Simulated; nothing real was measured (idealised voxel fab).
process module | voxel wiring stack
cross-section cut | 225 nm wide | cells 5 nm
A cross-section is a grid of square cells, given in bands from the top down. A band is one or more rows of cells.
Each band's line starts with the height of the band's top and of its bottom, in nm. Then come its materials from left to right, each with its width in nm. One material with "throughout" fills the band from edge to edge. "air" is empty space.
Height 0 is the level under which the wafer as received is all one material. The lowest band goes on downwards, as in "0 down".
A width such as "30 to 40" changes by the same amount from each row of cells to the next, from the band's top row to its bottom row.
"no change" after a step means that no cell of the cross-section changed.
closed voids: empty space of 8 cells or more with no open way to the top, each as width x height at its distance from the left edge, in nm
after a step's settings: what the simulator itself notes on the step
overlay nm, on a step with a mask: how far to the right of its planned place the mask lay; to the left if negative
plan
1 op RECEIVE | material Si
2 op CONFORMAL_DEP | material SiO2 | thk nm 15
3 op DIRECTIONAL_DEP | material TiN | thk nm 5
4 op DIRECTIONAL_DEP | material Ru | thk nm 25
5 op PATTERN | tone cover | mask id METAL_1 | material resist | width nm 25 | pitch nm 40 | thk nm 20 | overlay nm 0
6 op DIRECTIONAL_ETCH | etch materials Ru | depth nm 25
7 op DIRECTIONAL_ETCH | etch materials TiN | depth nm 5
8 op STRIP | etch materials resist
9 op FILL_DEP | material SiO2 | thk nm 5
10 op CMP | height nm 45
11 op CONFORMAL_DEP | material SiCN | thk nm 5
12 op DIRECTIONAL_DEP | material SiO2 | thk nm 30
13 op PATTERN | tone open | mask id METAL_2_HOLES | material resist | width nm 15 | pitch nm 40 | thk nm 15 | overlay nm 0
14 op DIRECTIONAL_ETCH | etch materials SiO2 | depth nm 30
15 op STRIP | etch materials resist
16 op DIRECTIONAL_DEP | material aC | thk nm 15
17 op PATTERN | tone open | mask id METAL_2 | material resist | width nm 25 | pitch nm 40 | thk nm 35 | overlay nm 0
18 op DIRECTIONAL_ETCH | etch materials aC | depth nm 15
19 op STRIP | etch materials resist
20 op DIRECTIONAL_ETCH | etch materials SiO2 | depth nm 20
21 op DIRECTIONAL_ETCH | etch materials SiCN | depth nm 5
22 op STRIP | etch materials aC
23 op CONFORMAL_DEP | material TiN | thk nm 5
24 op FILL_DEP | material Ru | thk nm 10
25 op CMP | height nm 80
26 op CONFORMAL_DEP | material SiCN | thk nm 5
27 op DIRECTIONAL_DEP | material SiO2 | thk nm 35
28 op MASKED_ETCH | tone open | mask id METAL_3_HOLES | width nm 15 | etch materials SiO2 | depth nm 35 | overlay nm 0
29 op DIRECTIONAL_DEP | material aC | thk nm 10
30 op PATTERN | tone open | mask id METAL_3 | material resist | width nm 25 | pitch nm 40 | thk nm 25 | overlay nm 0
31 op DIRECTIONAL_ETCH | etch materials aC | depth nm 10
32 op STRIP | etch materials resist
33 op DIRECTIONAL_ETCH | etch materials SiO2 | depth nm 20
34 op DIRECTIONAL_ETCH | etch materials SiCN | depth nm 5
35 op STRIP | etch materials aC
36 op CONFORMAL_DEP | material TiN | thk nm 5
37 op FILL_DEP | material Cu | thk nm 10
38 op CMP | height nm 120
39 op CONFORMAL_DEP | material SiCN | thk nm 5
40 op DIRECTIONAL_DEP | material SiO2 | thk nm 25
41 op PATTERN | tone open | mask id METAL_4_HOLES | material resist | width nm 15 | thk nm 15 | overlay nm 0
42 op DIRECTIONAL_ETCH | etch materials SiO2 | depth nm 25
43 op STRIP | etch materials resist
44 op MASKED_ETCH | tone open | mask id METAL_4 | width nm 25 | pitch nm 40 | etch materials SiO2 | depth nm 15 | overlay nm 0
45 op MASKED_ETCH | tone open | mask id METAL_4 | width nm 25 | pitch nm 40 | etch materials SiCN | depth nm 5 | overlay nm 0
46 op CONFORMAL_DEP | material TiN | thk nm 5
47 op FILL_DEP | material Ru | thk nm 10
48 op CMP | height nm 150
49 op CONFORMAL_DEP | material SiN | thk nm 5
as received, after step 1
  0 down: Si throughout
  closed voids: none
a wafer at the end: this start, this plan, one mistake
  155 to 150: SiN throughout
  150 to 140: SiO2 80 | TiN 5 | Ru 15 | TiN 5 | SiO2 15 | TiN 5 | Ru 15 | TiN 5 | SiO2 80
  140 to 135: SiO2 80 | TiN 5 | Ru 5 | TiN 15 | SiO2 15 | TiN 25 | SiO2 80
  135 to 125: SiO2 80 | TiN 5 | Ru 5 | TiN 5 | SiO2 130
  125 to 120: SiCN 80 | TiN 15 | SiCN 130
  120 to 105: SiO2 80 | TiN 5 | Cu 15 | TiN 5 | SiO2 15 | TiN 5 | Cu 15 | TiN 5 | SiO2 80
  105 to 100: SiO2 80 | TiN 5 | Cu 5 | TiN 15 | SiO2 15 | TiN 25 | SiO2 80
  100 to 85: SiO2 80 | TiN 5 | Cu 5 | TiN 5 | SiO2 130
  85 to 80: SiCN 80 | TiN 15 | SiCN 130
  80 to 65: SiO2 80 | TiN 5 | Ru 15 | TiN 5 | SiO2 15 | TiN 5 | Ru 15 | TiN 5 | SiO2 80
  65 to 60: SiO2 80 | TiN 5 | Ru 5 | TiN 15 | SiO2 15 | TiN 5 | Ru 5 | TiN 15 | SiO2 80
  60 to 50: SiO2 80 | TiN 5 | Ru 5 | TiN 5 | SiO2 25 | TiN 5 | Ru 5 | TiN 5 | SiO2 90
  50 to 45: SiCN 80 | TiN 15 | SiCN 25 | TiN 15 | SiCN 90
  45 to 40: SiO2 throughout
  40 to 15: SiO2 80 | Ru 25 | SiO2 15 | Ru 25 | SiO2 80
  15 to 0: SiO2 throughout
  0 down: Si throughout
  closed voids: none
what went wrong: step 3 was left out
